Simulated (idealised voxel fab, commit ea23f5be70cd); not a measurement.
process module | voxel self aligned vias
cross-section cut | 180 nm wide | cells 5 nm
A cross-section is a grid of square cells, given in bands from the top down. A band is one or more rows of cells.
Each band's line starts with the height of the band's top and of its bottom, in nm. Then come its materials from left to right, each with its width in nm. One material with "throughout" fills the band from edge to edge. "air" is empty space.
Height 0 is the level under which the wafer as received is all one material. The lowest band goes on downwards, as in "0 down".
A width such as "30 to 40" changes by the same amount from each row of cells to the next, from the band's top row to its bottom row.
"no change" after a step means that no cell of the cross-section changed.
closed voids: empty space of 8 cells or more with no open way to the top, each as width x height at its distance from the left edge, in nm
after a step's settings: what the simulator itself notes on the step
overlay nm, on a step with a mask: how far to the right of its planned place the mask lay; to the left if negative
plan
1 op RECEIVE | material Si
2 op CONFORMAL_DEP | material SiO2 | thk nm 10
3 op CONFORMAL_DEP | material SiCN | thk nm 5
4 op DIRECTIONAL_DEP | material SiO2 | thk nm 25
5 op PATTERN | tone open | mask id LINES | material resist | width nm 30 | pitch nm 55 | thk nm 20 | overlay nm 0
6 op DIRECTIONAL_ETCH | etch materials SiO2 | depth nm 25
7 op STRIP | etch materials resist
8 op CONFORMAL_DEP | material TiN | thk nm 5
9 op FILL_DEP | material W | thk nm 10
10 op CMP | height nm 40
11 op SELECTIVE_ETCH | etch materials W Ru TiN | depth nm 10
12 op FILL_DEP | material SiN | thk nm 5
13 op CMP | height nm 40
14 op DIRECTIONAL_DEP | material SiO2 | thk nm 20
15 op PATTERN | tone open | mask id VIAS | material resist | width nm 40 | pitch nm 55 | thk nm 20 | overlay nm 0
16 op DIRECTIONAL_ETCH | etch materials SiO2 | depth nm 20
17 op DIRECTIONAL_ETCH | etch materials SiN | depth nm 10
18 op STRIP | etch materials resist
19 op CONFORMAL_DEP | material TiN | thk nm 5
20 op FILL_DEP | material Cu | thk nm 5
21 op CMP | height nm 60
22 op CONFORMAL_DEP | material SiN | thk nm 5
as received, after step 1
  0 down: Si throughout
  closed voids: none
a wafer at the end: this start, this plan, one mistake
  65 to 60: SiN throughout
  60 to 40: SiO2 40 | TiN 5 | Cu 30 | TiN 5 | SiO2 15 | TiN 5 | Cu 30 | TiN 5 | SiO2 45
  40 to 35: SiN 40 | TiN 10 | Cu 20 | TiN 10 | SiN 15 | TiN 10 | Cu 20 | TiN 10 | SiN 45
  35 to 30: SiO2 45 | TiN 30 | SiO2 25 | TiN 30 | SiO2 50
  30 to 15: SiO2 45 | TiN 5 | W 20 | TiN 5 | SiO2 25 | TiN 5 | W 20 | TiN 5 | SiO2 50
  15 to 10: SiO2 45 | TiN 30 | SiO2 25 | TiN 30 | SiO2 50
  10 to 0: SiO2 throughout
  0 down: Si throughout
  closed voids: none
what went wrong: step 3 was left out
